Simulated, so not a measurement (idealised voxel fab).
The following is a process module called voxel self aligned vias.
We display cut, a cross-section 280 nm in width whose square cells are each 5 nm.
Think of the cross-section as a grid of square cells. We describe it in bands, top to bottom, and each band covers one or more rows of those cells. Top height, bottom height, nm. Materials left to right, width each, nm. Single material + "throughout" = fills band edge to edge. "empty" = empty. Ref level 0: as-received wafer is one material below here. Bottom band extends down with no lower bound ("0..down"). Width: "30->40" (first number = top row, second number = bottom row, same change from row to row of cells). The designation "everything unchanged", where it is given for a processing step, indicates that no cell of the cross-section was altered in the course of that step. "Cavities, closed" enumerates empty spaces isolated from the top, with no open way to it, that contain at least 8 cells, giving each as width x height at distance from the left edge, all three in nm. That trailing text on a step's line, after the settings, is the simulator's own remark on the step. Steps that use a mask can have "overlay nm" on their line. It says how far the mask sat to the right of where it was meant to be. Negative means to the left.
Process steps - plan:
- 1: RECEIVE, material Si
- 2: CONFORMAL_DEP, material SiO2, thk nm 10
- 3: CONFORMAL_DEP, material SiCN, thk nm 5
- 4: DIRECTIONAL_DEP, material SiO2, thk nm 25
- 5: PATTERN, tone open, mask id LINES, material resist, width nm 25, pitch nm 60, thk nm 20, overlay nm 0
- 6: DIRECTIONAL_ETCH, etch materials SiO2, depth nm 25
- 7: STRIP, etch materials resist
- 8: CONFORMAL_DEP, material TiN, thk nm 5
- 9: FILL_DEP, material Ru, thk nm 10
- 10: CMP, height nm 35
- 11: SELECTIVE_ETCH, etch materials W Ru TiN, depth nm 10
- 12: FILL_DEP, material SiN, thk nm 5
- 13: CMP, height nm 40
- 14: DIRECTIONAL_DEP, material SiO2, thk nm 20
- 15: MASKED_ETCH, tone open, mask id VIAS, width nm 35, pitch nm 60, etch materials SiO2, depth nm 20, overlay nm 0
- 16: MASKED_ETCH, tone open, mask id VIAS, width nm 35, pitch nm 60, etch materials SiN, depth nm 10, overlay nm 0
- 17: CONFORMAL_DEP, material TiN, thk nm 5
- 18: FILL_DEP, material Ru, thk nm 5
- 19: CMP, height nm 60
- 20: CONFORMAL_DEP, material SiCN, thk nm 5
Keep in mind the plan's value for the height nm of step 10 comes from the first wafer; the wafers don't share that setting, but they do share the same starting point.
First wafer as received, after step 1:
0..down  Si throughout
Cavities, closed: none
Per wafer, end of module: cells gained (+) or lost (-) per material since receipt, then closed voids:
height nm 35 | +52 Ru | +112 SiCN | +52 SiN | +464 SiO2 | +48 TiN | Cavities, closed: none
height nm 40 | +54 Ru | +112 SiCN | +510 SiO2 | +52 TiN | Cavities, closed: none
height nm 45 | +54 Ru | +112 SiCN | +510 SiO2 | +52 TiN | Cavities, closed: none
height nm 50 | +54 Ru | +112 SiCN | +510 SiO2 | +52 TiN | Cavities, closed: none
height nm 55 | +54 Ru | +112 SiCN | +510 SiO2 | +52 TiN | Cavities, closed: none
